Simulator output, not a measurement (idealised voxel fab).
The process module presented herein is designated voxel transistor to metal.
Pictured: cross-section cut, 160 nm wide, on a grid of 5 nm square cells.
In this document a cross-section is written as a grid of square cells. It is given as a series of bands, listed from the top down, and a band is one or more rows of cells. Look at the band entry: it leads with the top's height and the bottom's height in nm. Then it lists the materials left to right, with a width in nm for each. The word "full width" on a single material says that material fills the band edge to edge. The word "air" is empty space. A quick word on heights: they are counted from 0, and under that level the wafer as it came to us is one material throughout. The lowest band is different from the rest in having no bottom; it simply continues downward, written as in "0 nm and below". A width such as "30..40" changes by the same amount from each row of cells to the next, from the band's top row to its bottom row. Any step labelled "nothing got changed" changed none of the cells in the cross-section. "Voids lacking openings" means: voids of 8 cells or more that are shut off from the top with no open way through. Written width x height at distance, distance from the left edge, in nm. If you see something after the settings on a step's line, that's the simulator's own remark about that step. The setting "overlay nm" may be written on the line of a step. When the step uses a mask, the value reports how far to the right of the planned place the mask lay, and a negative value reports that it lay to the left.

PLANNED PROCESS STEPS
1,RECEIVE: material Si
2,OXIDIZE: depth nm 5
3,CONFORMAL_DEP: material SiN, thk nm 15
4,DIRECTIONAL_DEP: material aC, thk nm 10
5,PATTERN: tone cover, mask id ACTIVE, material resist, width nm 125, thk nm 25, overlay nm 0
6,DIRECTIONAL_ETCH: etch materials aC, depth nm 10
7,STRIP: etch materials resist
8,DIRECTIONAL_ETCH: etch materials SiN, depth nm 15
9,DIRECTIONAL_ETCH: etch materials SiO2, depth nm 5
10,DIRECTIONAL_ETCH: etch materials Si, depth nm 20
11,STRIP: etch materials aC
12,FILL_DEP: material SiO2, thk nm 5
13,CMP: height nm 15
14,SELECTIVE_ETCH: etch materials SiO2, depth nm 15
15,STRIP: etch materials SiN
16,SELECTIVE_ETCH: etch materials SiO2, depth nm 5
17,OXIDIZE: depth nm 5
18,DIRECTIONAL_DEP: material polySi, thk nm 25
19,DIRECTIONAL_DEP: material SiCN, thk nm 15
20,MASKED_ETCH: tone cover, mask id GATE, width nm 35, etch materials SiCN, depth nm 25, overlay nm 0
21,MASKED_ETCH: tone cover, mask id GATE, width nm 35, etch materials polySi, depth nm 35, overlay nm 0
22,CONFORMAL_DEP: material SiN, thk nm 5
23,DIRECTIONAL_ETCH: etch materials SiN, depth nm 5
24,DIRECTIONAL_ETCH: etch materials SiO2, depth nm 5
25,DIRECTIONAL_ETCH: etch materials Si, depth nm 15
26,EPI: material pSi, thk nm 20
27,FILL_DEP: material SiO2, thk nm 10
28,CMP: height nm 20
29,STRIP: etch materials polySi
30,SELECTIVE_ETCH: etch materials SiO2, depth nm 5
31,CONFORMAL_DEP: material HfO2, thk nm 5
32,CONFORMAL_DEP: material TiN, thk nm 5
33,FILL_DEP: material W, thk nm 5
34,CMP: height nm 15
35,DIRECTIONAL_DEP: material SiO2, thk nm 10
36,DIRECTIONAL_DEP: material aC, thk nm 10
37,PATTERN: tone open, mask id CONTACT, material resist, width nm 20, pitch nm 95, thk nm 25, overlay nm 0
38,DIRECTIONAL_ETCH: etch materials aC, depth nm 10
39,STRIP: etch materials resist
40,DIRECTIONAL_ETCH: etch materials SiO2, depth nm 30
41,STRIP: etch materials aC
42,CONFORMAL_DEP: material TiN, thk nm 5
43,FILL_DEP: material Ru, thk nm 5
44,CMP: height nm 25
45,DIRECTIONAL_DEP: material TiN, thk nm 5
46,DIRECTIONAL_DEP: material W, thk nm 20
47,MASKED_ETCH: tone cover, mask id METAL_1, width nm 20, pitch nm 95, etch materials W, depth nm 20, overlay nm 0
48,MASKED_ETCH: tone cover, mask id METAL_1, width nm 20, pitch nm 95, etch materials TiN, depth nm 5, overlay nm 0
49,CONFORMAL_DEP: material SiCN, thk nm 5
50,FILL_DEP: material lowk, thk nm 10
51,CMP: height nm 50
52,CONFORMAL_DEP: material SiN, thk nm 5

CROSS-SECTIONAL VIEW OF THE WAFER IN ITS AS-RECEIVED CONDITION, CORRESPONDING TO THE STATE AFTER STEP 1
0 nm and below | Si full width
Voids lacking openings: none

CROSS-SECTIONAL RESULT AFTER MODULE COMPLETION. NOTE: STARTING CONDITION AND PLAN ARE UNCHANGED FROM ABOVE; ONE PROCESSING MISTAKE WAS MADE
55 nm to 50 nm | SiN full width
50 nm to 30 nm | lowk=15, then SiCN=5, then W=20, then SiCN=5, then lowk=65, then SiCN=5, then W=20, then SiCN=5, then lowk=20
30 nm to 25 nm | SiCN=20, then TiN=20, then SiCN=75, then TiN=20, then SiCN=25
25 nm to 20 nm | SiO2=20, then TiN=5, then Ru=10, then TiN=5, then SiO2=75, then TiN=5, then Ru=10, then TiN=5, then SiO2=25
20 nm to 15 nm | SiO2=20, then TiN=20, then SiO2=75, then TiN=20, then SiO2=25
15 nm to 10 nm | Ru=55, then SiN=5, then HfO2=5, then TiN=5, then W=15, then TiN=5, then HfO2=5, then SiN=5, then Ru=60
10 nm to 0 nm | Ru=35, then pSi=20, then SiN=5, then HfO2=5, then TiN=5, then W=15, then TiN=5, then HfO2=5, then SiN=5, then pSi=20, then Ru=40
0 nm to -5 nm | Ru=35, then pSi=20, then SiN=5, then HfO2=5, then TiN=25, then HfO2=5, then SiN=5, then pSi=20, then Ru=40
-5 nm to -10 nm | Ru=10, then pSi=45, then HfO2=45, then pSi=45, then Ru=15
-10 nm to -25 nm | SiO2=15, then pSi=40, then Si=45, then pSi=40, then SiO2=20
-25 nm and below | Si full width
Voids lacking openings: none
Want to know what went wrong? note that step 27 departed from the planned setting and was carried out as FILL_DEP: material Ru, thk nm 10
